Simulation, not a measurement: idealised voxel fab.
process module | voxel wiring stack
cross-section cut | 215 nm wide | cells 5 nm
A cross-section is a grid of square cells, given in bands from the top down. A band is one or more rows of cells.
Each band's line starts with the height of the band's top and of its bottom, in nm. Then come its materials from left to right, each with its width in nm. One material with "throughout" fills the band from edge to edge. "air" is empty space.
Height 0 is the level under which the wafer as received is all one material. The lowest band goes on downwards, as in "0 down".
A width such as "30 to 40" changes by the same amount from each row of cells to the next, from the band's top row to its bottom row.
"no change" after a step means that no cell of the cross-section changed.
closed voids: empty space of 8 cells or more with no open way to the top, each as width x height at its distance from the left edge, in nm
after a step's settings: what the simulator itself notes on the step
overlay nm, on a step with a mask: how far to the right of its planned place the mask lay; to the left if negative
plan
1 op RECEIVE | material Si
2 op CONFORMAL_DEP | material SiO2 | thk nm 10
3 op CONFORMAL_DEP | material SiN | thk nm 5
4 op DIRECTIONAL_DEP | material SiO2 | thk nm 25
5 op DIRECTIONAL_DEP | material aC | thk nm 15
6 op PATTERN | tone open | mask id METAL_1 | material resist | width nm 30 | pitch nm 50 | thk nm 30 | overlay nm 0
7 op DIRECTIONAL_ETCH | etch materials aC | depth nm 15
8 op STRIP | etch materials resist
9 op DIRECTIONAL_ETCH | etch materials SiO2 | depth nm 25
10 op DIRECTIONAL_ETCH | etch materials SiN | depth nm 5
11 op STRIP | etch materials aC
12 op CONFORMAL_DEP | material TiN | thk nm 5
13 op FILL_DEP | material Cu | thk nm 5
14 op CMP | height nm 40
15 op CONFORMAL_DEP | material SiCN | thk nm 5
16 op DIRECTIONAL_DEP | material SiO2 | thk nm 35
17 op DIRECTIONAL_DEP | material aC | thk nm 15
18 op PATTERN | tone open | mask id METAL_2 | material resist | width nm 30 | pitch nm 50 | thk nm 35 | overlay nm 0
19 op DIRECTIONAL_ETCH | etch materials aC | depth nm 15
20 op STRIP | etch materials resist
21 op DIRECTIONAL_ETCH | etch materials SiO2 | depth nm 20
22 op STRIP | etch materials aC
23 op MASKED_ETCH | tone open | mask id METAL_2_HOLES | width nm 15 | pitch nm 100 | etch materials SiO2 | depth nm 15 | overlay nm 0
24 op MASKED_ETCH | tone open | mask id METAL_2_HOLES | width nm 15 | pitch nm 100 | etch materials SiCN | depth nm 5 | overlay nm 0
25 op CONFORMAL_DEP | material TiN | thk nm 5
26 op FILL_DEP | material Cu | thk nm 5
27 op CMP | height nm 80
28 op CONFORMAL_DEP | material SiCN | thk nm 5
29 op DIRECTIONAL_DEP | material SiO2 | thk nm 15
30 op MASKED_ETCH | tone open | mask id PLUG_2 | width nm 15 | pitch nm 50 | etch materials SiO2 | depth nm 15 | overlay nm 0
31 op MASKED_ETCH | tone open | mask id PLUG_2 | width nm 15 | pitch nm 50 | etch materials SiCN | depth nm 5 | overlay nm 0
32 op CONFORMAL_DEP | material TiN | thk nm 5
33 op FILL_DEP | material Ru | thk nm 10
34 op CMP | height nm 100
35 op CONFORMAL_DEP | material SiCN | thk nm 5
36 op DIRECTIONAL_DEP | material SiO2 | thk nm 20
37 op DIRECTIONAL_DEP | material aC | thk nm 15
38 op PATTERN | tone open | mask id METAL_3 | material resist | width nm 30 | pitch nm 50 | thk nm 35 | overlay nm 0
39 op DIRECTIONAL_ETCH | etch materials aC | depth nm 15
40 op STRIP | etch materials resist
41 op DIRECTIONAL_ETCH | etch materials SiO2 | depth nm 20
42 op DIRECTIONAL_ETCH | etch materials SiCN | depth nm 5
43 op STRIP | etch materials aC
44 op CONFORMAL_DEP | material TiN | thk nm 5
45 op FILL_DEP | material Cu | thk nm 5
46 op CMP | height nm 125
47 op CONFORMAL_DEP | material SiCN | thk nm 5
48 op DIRECTIONAL_DEP | material lowk | thk nm 10
49 op PATTERN | tone open | mask id PLUG_3 | material resist | width nm 15 | pitch nm 50 | thk nm 15 | overlay nm 0
50 op DIRECTIONAL_ETCH | etch materials lowk | depth nm 10
51 op DIRECTIONAL_ETCH | etch materials SiCN | depth nm 5
52 op STRIP | etch materials resist
53 op CONFORMAL_DEP | material TiN | thk nm 5
54 op FILL_DEP | material Ru | thk nm 10
55 op CMP | height nm 140
56 op DIRECTIONAL_DEP | material TiN | thk nm 5
57 op DIRECTIONAL_DEP | material W | thk nm 20
58 op DIRECTIONAL_DEP | material aC | thk nm 10
59 op PATTERN | tone cover | mask id METAL_4 | material resist | width nm 20 | pitch nm 50 | thk nm 25 | overlay nm 0
60 op DIRECTIONAL_ETCH | etch materials aC | depth nm 10
61 op STRIP | etch materials resist
62 op DIRECTIONAL_ETCH | etch materials W | depth nm 20
63 op DIRECTIONAL_ETCH | etch materials TiN | depth nm 5
64 op STRIP | etch materials aC
65 op CONFORMAL_DEP | material SiCN | thk nm 5
66 op FILL_DEP | material SiO2 | thk nm 10
67 op CMP | height nm 165
68 op CONFORMAL_DEP | material SiN | thk nm 5
varied across the wafers: width nm of step 59. The plan shows the first wafer's value. All wafers start alike
first wafer as received, after step 1
  0 down: Si throughout
  closed voids: none
each wafer at the end: cells of each material gained (+) or lost (-) since it was received, then its closed voids
width nm 20 | +200 Cu | +20 Ru | +177 SiCN | +62 SiN | +613 SiO2 | +264 TiN | +64 W | +62 lowk | closed voids: none
width nm 25 | +200 Cu | +20 Ru | +173 SiCN | +62 SiN | +597 SiO2 | +268 TiN | +80 W | +62 lowk | closed voids: none
width nm 30 | +200 Cu | +20 Ru | +169 SiCN | +62 SiN | +581 SiO2 | +272 TiN | +96 W | +62 lowk | closed voids: none
width nm 35 | +200 Cu | +20 Ru | +165 SiCN | +62 SiN | +565 SiO2 | +276 TiN | +112 W | +62 lowk | closed voids: none
